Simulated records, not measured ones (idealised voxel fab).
The following process module bears the name voxel gate over fins.
Xsec cut, 145 nm wide, square cell size 5 nm.
Reading order for cross-sections: top band down to bottom band. Underlying form: a grid of square cells. Band size: one or more rows of cells. It is stipulated that each band's entry specify, in nanometres, the height of the top of the band and then that of its bottom, followed by the materials of the band in left-to-right sequence, each together with its width in nanometres. A single material marked by the word "full width" is understood to fill the band from edge to edge; the word "air" is understood to denote empty space. Height 0 is the level under which the wafer as received is all one material. The lowest band goes on downwards, as in "0 -> down". Quick explanation for "30..40": the width changes in equal steps down the rows of cells, from the first number in the band's top row to the second number in its bottom row. Step note "remained the same" = no cross-section cell changed. Listed in "Listed closed voids": every empty space of 8 or more cells without an open way to the top. Form: width x height at distance, the distance being from the left edge, all in nm. Heads up: the bit after the settings on a step's line is the simulator's remark on that step. "overlay nm" denotes, for a step that has a mask, the displacement of the mask to the right of its planned place, with negative values corresponding to the left.

## plan
1 RECEIVE: material Si
2 CONFORMAL_DEP: material SiN, thk nm 5
3 PATTERN: tone cover, mask id FINS, material resist, width nm 15, pitch nm 50, thk nm 15, overlay nm 0
4 DIRECTIONAL_ETCH: etch materials SiN, depth nm 5
5 DIRECTIONAL_ETCH: etch materials Si, depth nm 40
6 STRIP: etch materials resist
7 FILL_DEP: material SiO2, thk nm 15
8 CMP: height nm 5
9 PATTERN: tone open, mask id RAIL, material resist, width nm 15, thk nm 15, overlay nm 0
10 DIRECTIONAL_ETCH: etch materials SiO2, depth nm 40
11 STRIP: etch materials resist
12 CONFORMAL_DEP: material TiN, thk nm 5
13 FILL_DEP: material Ru, thk nm 5
14 CMP: height nm 5
15 SELECTIVE_ETCH: etch materials W Ru TiN, depth nm 20
16 FILL_DEP: material SiO2, thk nm 5
17 CMP: height nm 5
18 SELECTIVE_ETCH: etch materials SiO2, depth nm 15
19 STRIP: etch materials SiN
20 CONFORMAL_DEP: material HfO2, thk nm 5
21 CONFORMAL_DEP: material TiN, thk nm 5
22 CONFORMAL_DEP: material TiAl, thk nm 5
23 CONFORMAL_DEP: material TiN, thk nm 5
24 FILL_DEP: material W, thk nm 15
25 CMP: height nm 30
26 CONFORMAL_DEP: material SiN, thk nm 10

## Cross-section: wafer on arrival = after step 1
    0 -> down = Si full width
    Listed closed voids: none

## What the wafer looks like in cross-section after this module, when it starts as shown above and follows the plan above but one mistake is made in running it
    40 -> 30 = SiN full width
    30 -> 20 = W full width
    20 -> 15 = TiN full width
    15 -> 10 = TiAl full width
    10 -> 5 = TiN full width
    5 -> 0 = HfO2 20 nm, TiN 5 nm, HfO2 45 nm, TiN 5 nm, HfO2 45 nm, TiN 5 nm, HfO2 20 nm
    0 -> -5 = Si 15 nm, HfO2 5 nm, TiN 5 nm, HfO2 5 nm, Si 35 nm, HfO2 5 nm, TiN 5 nm, HfO2 5 nm, Si 35 nm, HfO2 5 nm, TiN 5 nm, HfO2 5 nm, Si 15 nm
    -5 -> -10 = Si 15 nm, HfO2 15 nm, Si 35 nm, HfO2 15 nm, Si 35 nm, HfO2 15 nm, Si 15 nm
    -10 -> -40 = Si 15 nm, SiO2 15 nm, Si 35 nm, SiO2 15 nm, Si 35 nm, SiO2 15 nm, Si 15 nm
    -40 -> down = Si full width
    Listed closed voids: none
What was done differently from what was planned? it should be noted that step 3 was executed with settings other than those planned, the operation and settings actually applied being PATTERN: tone open, mask id FINS, material resist, width nm 15, pitch nm 50, thk nm 15, overlay nm 0
